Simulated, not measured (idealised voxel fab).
process module | voxel ribs on slabs
cross-section cut | 265 nm wide | cells 5 nm
A cross-section is a grid of square cells, given in bands from the top down. A band is one or more rows of cells.
Each band's line starts with the height of the band's top and of its bottom, in nm. Then come its materials from left to right, each with its width in nm. One material with "throughout" fills the band from edge to edge. "air" is empty space.
Height 0 is the level under which the wafer as received is all one material. The lowest band goes on downwards, as in "0 down".
A width such as "30 to 40" changes by the same amount from each row of cells to the next, from the band's top row to its bottom row.
"no change" after a step means that no cell of the cross-section changed.
closed voids: empty space of 8 cells or more with no open way to the top, each as width x height at its distance from the left edge, in nm
after a step's settings: what the simulator itself notes on the step
overlay nm, on a step with a mask: how far to the right of its planned place the mask lay; to the left if negative
plan
1 op RECEIVE | material Si
2 op DIRECTIONAL_DEP | material SiO2 | thk nm 25
3 op DIRECTIONAL_DEP | material polySi | thk nm 15
4 op DIRECTIONAL_DEP | material aC | thk nm 15
5 op PATTERN | tone cover | mask id RIB | material resist | width nm 20 | thk nm 30 | overlay nm 0
6 op DIRECTIONAL_ETCH | etch materials aC | depth nm 15
7 op STRIP | etch materials resist
8 op DIRECTIONAL_ETCH | etch materials polySi | depth nm 5
9 op STRIP | etch materials aC
10 op DIRECTIONAL_DEP | material aC | thk nm 10
11 op PATTERN | tone cover | mask id SLAB | material resist | width nm 50 | thk nm 25 | overlay nm 0
12 op DIRECTIONAL_ETCH | etch materials aC | depth nm 10
13 op STRIP | etch materials resist
14 op DIRECTIONAL_ETCH | etch materials polySi | depth nm 10
15 op STRIP | etch materials aC
16 op FILL_DEP | material SiO2 | thk nm 30
17 op CMP | height nm 60
18 op DIRECTIONAL_DEP | material W | thk nm 10
19 op MASKED_ETCH | tone cover | mask id HEATER | width nm 30 | etch materials W | depth nm 10 | overlay nm 0
20 op CONFORMAL_DEP | material SiO2 | thk nm 10
first wafer, as planned
as received, after step 1
  0 down: Si throughout
  closed voids: none
after step 2
  25 to 0: SiO2 throughout
  below 0: unchanged
after step 3
  40 to 25: polySi throughout
  below 25: unchanged
after step 4
  55 to 40: aC throughout
  below 40: unchanged
after step 5
  85 to 55: air 120 | resist 20 | air 125
  below 55: unchanged
after step 6
  70 to 55: air 120 | resist 20 | air 125
  55 to 40: air 120 | aC 20 | air 125
  below 40: unchanged
after step 7
  55 to 40: air 120 | aC 20 | air 125
  below 40: unchanged
after step 8
  55 to 40: air 120 | aC 20 | air 125
  40 to 35: air 120 | polySi 20 | air 125
  below 35: unchanged
after step 9
  40 to 35: air 120 | polySi 20 | air 125
  below 35: unchanged
after step 10
  50 to 45: air 120 | aC 20 | air 125
  45 to 40: aC throughout
  40 to 35: aC 120 | polySi 20 | aC 125
  below 35: unchanged
after step 11
  75 to 50: air 105 | resist 50 | air 110
  50 to 45: air 105 | resist 15 | aC 20 | resist 15 | air 110
  below 45: unchanged
after step 12
  65 to 50: air 105 | resist 50 | air 110
  50 to 45: air 105 | resist 15 | aC 20 | resist 15 | air 110
  45 to 40: air 105 | aC 50 | air 110
  40 to 35: air 105 | aC 15 | polySi 20 | aC 15 | air 110
  below 35: unchanged
after step 13
  50 to 40: air 120 to 105 | aC 20 to 50 | air 125 to 110
  below 40: unchanged
after step 14
  50 to 40: air 120 to 105 | aC 20 to 50 | air 125 to 110
  40 to 35: air 105 | aC 15 | polySi 20 | aC 15 | air 110
  35 to 25: air 105 | polySi 50 | air 110
  below 25: unchanged
after step 15
  40 to 35: air 120 | polySi 20 | air 125
  below 35: unchanged
after step 16
  70 to 40: SiO2 throughout
  40 to 35: SiO2 120 | polySi 20 | SiO2 125
  35 to 25: SiO2 105 | polySi 50 | SiO2 110
  below 25: unchanged
after step 17
  60 to 40: SiO2 throughout
  below 40: unchanged
after step 18
  70 to 60: W throughout
  below 60: unchanged
after step 19
  70 to 60: air 115 | W 30 | air 120
  below 60: unchanged
after step 20
  80 to 70: air 105 | SiO2 50 | air 110
  70 to 60: SiO2 115 | W 30 | SiO2 120
  below 60: unchanged
second wafer: like start, like plan, one mistake. Through step 18 it matches the first wafer
when step 19 should have ended
  70 to 60: air 115 | W 35 | air 115
  below 60: unchanged
when step 20 should have ended
  80 to 70: air 105 | SiO2 55 | air 105
  70 to 60: SiO2 115 | W 35 | SiO2 115
  below 60: unchanged
what went wrong: step 19 ran as: op MASKED_ETCH | tone cover | mask id HEATER | width nm 35 | etch materials W | depth nm 10 | overlay nm 0
at the end the second wafer has, in cells: 2 more of W
